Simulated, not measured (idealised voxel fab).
process module | voxel air gaps
cross-section cut | 220 nm wide | cells 5 nm
A cross-section is a grid of square cells, given in bands from the top down. A band is one or more rows of cells.
Each band's line starts with the height of the band's top and of its bottom, in nm. Then come its materials from left to right, each with its width in nm. One material with "throughout" fills the band from edge to edge. "air" is empty space.
Height 0 is the level under which the wafer as received is all one material. The lowest band goes on downwards, as in "0 down".
A width such as "30 to 40" changes by the same amount from each row of cells to the next, from the band's top row to its bottom row.
"no change" after a step means that no cell of the cross-section changed.
closed voids: empty space of 8 cells or more with no open way to the top, each as width x height at its distance from the left edge, in nm
after a step's settings: what the simulator itself notes on the step
overlay nm, on a step with a mask: how far to the right of its planned place the mask lay; to the left if negative
plan
1 op RECEIVE | material Si
2 op CONFORMAL_DEP | material SiO2 | thk nm 15
3 op CONFORMAL_DEP | material SiCN | thk nm 5
4 op DIRECTIONAL_DEP | material SiO2 | thk nm 30
5 op DIRECTIONAL_DEP | material aC | thk nm 10
6 op PATTERN | tone open | mask id LINES | material resist | width nm 20 | pitch nm 45 | thk nm 30 | overlay nm 0
7 op DIRECTIONAL_ETCH | etch materials aC | depth nm 10
8 op STRIP | etch materials resist
9 op DIRECTIONAL_ETCH | etch materials SiO2 | depth nm 30
10 op STRIP | etch materials aC
11 op CONFORMAL_DEP | material TiN | thk nm 5
12 op FILL_DEP | material W | thk nm 10
13 op CMP | height nm 50
14 op EPI | material Ru | thk nm 10
15 op SELECTIVE_ETCH | etch materials SiO2 | depth nm 40
16 op CONFORMAL_DEP | material SiCN | thk nm 5
first wafer, as planned
as received, after step 1
  0 down: Si throughout
  closed voids: none
after step 2
  15 to 0: SiO2 throughout
  below 0: unchanged
after step 3
  20 to 15: SiCN throughout
  below 15: unchanged
after step 4
  50 to 20: SiO2 throughout
  below 20: unchanged
after step 5
  60 to 50: aC throughout
  below 50: unchanged
after step 6
  90 to 60: resist 30 | air 20 | resist 25 | air 20 | resist 25 | air 20 | resist 25 | air 20 | resist 35
  below 60: unchanged
after step 7
  80 to 60: resist 30 | air 20 | resist 25 | air 20 | resist 25 | air 20 | resist 25 | air 20 | resist 35
  60 to 50: aC 30 | air 20 | aC 25 | air 20 | aC 25 | air 20 | aC 25 | air 20 | aC 35
  below 50: unchanged
after step 8
  60 to 50: aC 30 | air 20 | aC 25 | air 20 | aC 25 | air 20 | aC 25 | air 20 | aC 35
  below 50: unchanged
after step 9
  60 to 50: aC 30 | air 20 | aC 25 | air 20 | aC 25 | air 20 | aC 25 | air 20 | aC 35
  50 to 20: SiO2 30 | air 20 | SiO2 25 | air 20 | SiO2 25 | air 20 | SiO2 25 | air 20 | SiO2 35
  below 20: unchanged
after step 10
  50 to 20: SiO2 30 | air 20 | SiO2 25 | air 20 | SiO2 25 | air 20 | SiO2 25 | air 20 | SiO2 35
  below 20: unchanged
after step 11
  55 to 50: TiN 35 | air 10 | TiN 35 | air 10 | TiN 35 | air 10 | TiN 35 | air 10 | TiN 40
  50 to 25: SiO2 30 | TiN 5 | air 10 | TiN 5 | SiO2 25 | TiN 5 | air 10 | TiN 5 | SiO2 25 | TiN 5 | air 10 | TiN 5 | SiO2 25 | TiN 5 | air 10 | TiN 5 | SiO2 35
  25 to 20: SiO2 30 | TiN 20 | SiO2 25 | TiN 20 | SiO2 25 | TiN 20 | SiO2 25 | TiN 20 | SiO2 35
  below 20: unchanged
after step 12
  65 to 55: W throughout
  55 to 50: TiN 35 | W 10 | TiN 35 | W 10 | TiN 35 | W 10 | TiN 35 | W 10 | TiN 40
  50 to 25: SiO2 30 | TiN 5 | W 10 | TiN 5 | SiO2 25 | TiN 5 | W 10 | TiN 5 | SiO2 25 | TiN 5 | W 10 | TiN 5 | SiO2 25 | TiN 5 | W 10 | TiN 5 | SiO2 35
  below 25: unchanged
after step 13
  50 to 25: SiO2 30 | TiN 5 | W 10 | TiN 5 | SiO2 25 | TiN 5 | W 10 | TiN 5 | SiO2 25 | TiN 5 | W 10 | TiN 5 | SiO2 25 | TiN 5 | W 10 | TiN 5 | SiO2 35
  below 25: unchanged
after step 14
  60 to 50: air 20 | Ru 40 | air 5 | Ru 40 | air 5 | Ru 40 | air 5 | Ru 40 | air 25
  below 50: unchanged
after step 15
  60 to 50: air 20 | Ru 40 | air 5 | Ru 40 | air 5 | Ru 40 | air 5 | Ru 40 | air 25
  50 to 25: air 30 | TiN 5 | W 10 | TiN 5 | air 25 | TiN 5 | W 10 | TiN 5 | air 25 | TiN 5 | W 10 | TiN 5 | air 25 | TiN 5 | W 10 | TiN 5 | air 35
  25 to 20: air 30 | TiN 20 | air 25 | TiN 20 | air 25 | TiN 20 | air 25 | TiN 20 | air 35
  below 20: unchanged
after step 16
  65 to 60: air 15 | SiCN 185 | air 20
  60 to 50: air 15 | SiCN 5 | Ru 40 | SiCN 5 | Ru 40 | SiCN 5 | Ru 40 | SiCN 5 | Ru 40 | SiCN 5 | air 20
  50 to 45: air 15 | SiCN 15 | TiN 5 | W 10 | TiN 5 | SiCN 25 | TiN 5 | W 10 | TiN 5 | SiCN 25 | TiN 5 | W 10 | TiN 5 | SiCN 25 | TiN 5 | W 10 | TiN 5 | SiCN 15 | air 20
  45 to 25: air 25 | SiCN 5 | TiN 5 | W 10 | TiN 5 | SiCN 5 | air 15 | SiCN 5 | TiN 5 | W 10 | TiN 5 | SiCN 5 | air 15 | SiCN 5 | TiN 5 | W 10 | TiN 5 | SiCN 5 | air 15 | SiCN 5 | TiN 5 | W 10 | TiN 5 | SiCN 5 | air 30
  25 to 20: SiCN 30 | TiN 20 | SiCN 25 | TiN 20 | SiCN 25 | TiN 20 | SiCN 25 | TiN 20 | SiCN 35
  below 20: unchanged
  closed voids: 15 x 20 at 55; 15 x 20 at 100; 15 x 20 at 145
second wafer: like start, like plan, one mistake. Through step 11 it matches the first wafer
when step 12 should have ended
  65 to 55: SiCN throughout
  55 to 50: TiN 35 | SiCN 10 | TiN 35 | SiCN 10 | TiN 35 | SiCN 10 | TiN 35 | SiCN 10 | TiN 40
  50 to 25: SiO2 30 | TiN 5 | SiCN 10 | TiN 5 | SiO2 25 | TiN 5 | SiCN 10 | TiN 5 | SiO2 25 | TiN 5 | SiCN 10 | TiN 5 | SiO2 25 | TiN 5 | SiCN 10 | TiN 5 | SiO2 35
  below 25: unchanged
when step 13 should have ended
  50 to 25: SiO2 30 | TiN 5 | SiCN 10 | TiN 5 | SiO2 25 | TiN 5 | SiCN 10 | TiN 5 | SiO2 25 | TiN 5 | SiCN 10 | TiN 5 | SiO2 25 | TiN 5 | SiCN 10 | TiN 5 | SiO2 35
  below 25: unchanged
when step 14 should have ended
  60 to 50: air 20 | Ru 40 | air 5 | Ru 40 | air 5 | Ru 40 | air 5 | Ru 40 | air 25
  below 50: unchanged
when step 15 should have ended
  60 to 50: air 20 | Ru 40 | air 5 | Ru 40 | air 5 | Ru 40 | air 5 | Ru 40 | air 25
  50 to 25: air 30 | TiN 5 | SiCN 10 | TiN 5 | air 25 | TiN 5 | SiCN 10 | TiN 5 | air 25 | TiN 5 | SiCN 10 | TiN 5 | air 25 | TiN 5 | SiCN 10 | TiN 5 | air 35
  25 to 20: air 30 | TiN 20 | air 25 | TiN 20 | air 25 | TiN 20 | air 25 | TiN 20 | air 35
  below 20: unchanged
when step 16 should have ended
  65 to 60: air 15 | SiCN 185 | air 20
  60 to 50: air 15 | SiCN 5 | Ru 40 | SiCN 5 | Ru 40 | SiCN 5 | Ru 40 | SiCN 5 | Ru 40 | SiCN 5 | air 20
  50 to 45: air 15 | SiCN 15 | TiN 5 | SiCN 10 | TiN 5 | SiCN 25 | TiN 5 | SiCN 10 | TiN 5 | SiCN 25 | TiN 5 | SiCN 10 | TiN 5 | SiCN 25 | TiN 5 | SiCN 10 | TiN 5 | SiCN 15 | air 20
  45 to 25: air 25 | SiCN 5 | TiN 5 | SiCN 10 | TiN 5 | SiCN 5 | air 15 | SiCN 5 | TiN 5 | SiCN 10 | TiN 5 | SiCN 5 | air 15 | SiCN 5 | TiN 5 | SiCN 10 | TiN 5 | SiCN 5 | air 15 | SiCN 5 | TiN 5 | SiCN 10 | TiN 5 | SiCN 5 | air 30
  25 to 20: SiCN 30 | TiN 20 | SiCN 25 | TiN 20 | SiCN 25 | TiN 20 | SiCN 25 | TiN 20 | SiCN 35
  below 20: unchanged
  closed voids: 15 x 20 at 55; 15 x 20 at 100; 15 x 20 at 145
what went wrong: step 12 ran as: op FILL_DEP | material SiCN | thk nm 10
at the end the second wafer has, in cells: 40 more of SiCN | 40 fewer of W
